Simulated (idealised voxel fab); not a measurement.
A process module follows: voxel self aligned vias.
Square cells of 5 nm make up the cross-section cut, whose width is 255 nm.
Each cross-section below is a grid of square cells, stated as bands in top-down order, with one or more rows of cells making up each band.
Band entry format. Leading values: height of top, height of bottom, nm. Remainder: materials in left-to-right order, each with its width in nm. Special words: "full width" on a single material, which then fills the band edge to edge; "blank", empty space.
Heads up on the height convention: 0 is the point under which the incoming wafer is all one material, and the lowest band has no bottom, it just keeps going down, like "0 -> down".
The two numbers in a width such as "30 to 40" mark its ends across the band: the first belongs to the top row of cells, the second to the bottom row, and from each row to the next the width moves by the same amount.
Where a step carries "identical to before", the cross-section came out of it unchanged, cell for cell.
The list in "Enclosed void catalog" covers empty spaces of 8 cells or more that cannot reach the top through any open way, and it gives each as width x height at distance; the distance is from the left edge, and width, height and distance are in nm.
Read whatever lies past the settings on a step's line as the simulator's own remark about the step.
Each step line may optionally specify "overlay nm", which for a step with a mask gives the rightward distance between the mask's planned place and where it lay, a negative value indicating the leftward direction.

# Process steps - plan
step 1: RECEIVE: material Si
step 2: CONFORMAL_DEP: material SiO2, thk nm 15
step 3: CONFORMAL_DEP: material SiCN, thk nm 5
step 4: DIRECTIONAL_DEP: material SiO2, thk nm 20
step 5: PATTERN: tone open, mask id LINES, material resist, width nm 30, pitch nm 80, thk nm 20, overlay nm 0
step 6: DIRECTIONAL_ETCH: etch materials SiO2, depth nm 20
step 7: STRIP: etch materials resist
step 8: CONFORMAL_DEP: material TiN, thk nm 5
step 9: FILL_DEP: material W, thk nm 10
step 10: CMP: height nm 40
step 11: SELECTIVE_ETCH: etch materials W Ru TiN, depth nm 5
step 12: FILL_DEP: material SiN, thk nm 10
step 13: CMP: height nm 40
step 14: DIRECTIONAL_DEP: material SiO2, thk nm 20
step 15: DIRECTIONAL_DEP: material aC, thk nm 15
step 16: PATTERN: tone open, mask id VIAS, material resist, width nm 50, thk nm 30, overlay nm 0
step 17: DIRECTIONAL_ETCH: etch materials aC, depth nm 15
step 18: STRIP: etch materials resist
step 19: DIRECTIONAL_ETCH: etch materials SiO2, depth nm 20
step 20: DIRECTIONAL_ETCH: etch materials SiN, depth nm 5
step 21: STRIP: etch materials aC
step 22: CONFORMAL_DEP: material TiN, thk nm 5
step 23: FILL_DEP: material Cu, thk nm 5
step 24: CMP: height nm 60
step 25: CONFORMAL_DEP: material SiN, thk nm 5

# As received (post step 1): cross-section
> 0 -> down | Si full width
> Enclosed void catalog: none

# Starting wafer: above. Plan: above. Run: one mistake. Cross-section after the module: below
> 65 -> 60 | SiN full width
> 60 -> 40 | 60 of SiO2  5 of TiN  40 of Cu  5 of TiN  145 of SiO2
> 40 -> 35 | 60 of SiN  50 of TiN  145 of SiN
> 35 -> 30 | 70 of SiO2  30 of SiN  50 of SiO2  30 of SiN  75 of SiO2
> 30 -> 25 | 70 of SiO2  5 of TiN  20 of W  5 of TiN  50 of SiO2  5 of TiN  20 of W  5 of TiN  75 of SiO2
> 25 -> 20 | 70 of SiO2  30 of TiN  50 of SiO2  30 of TiN  75 of SiO2
> 20 -> 15 | SiCN full width
> 15 -> 0 | SiO2 full width
> 0 -> down | Si full width
> Enclosed void catalog: none
Misprocessing identified: step 10 was processed under conditions differing from the plan, specifically as CMP: height nm 35
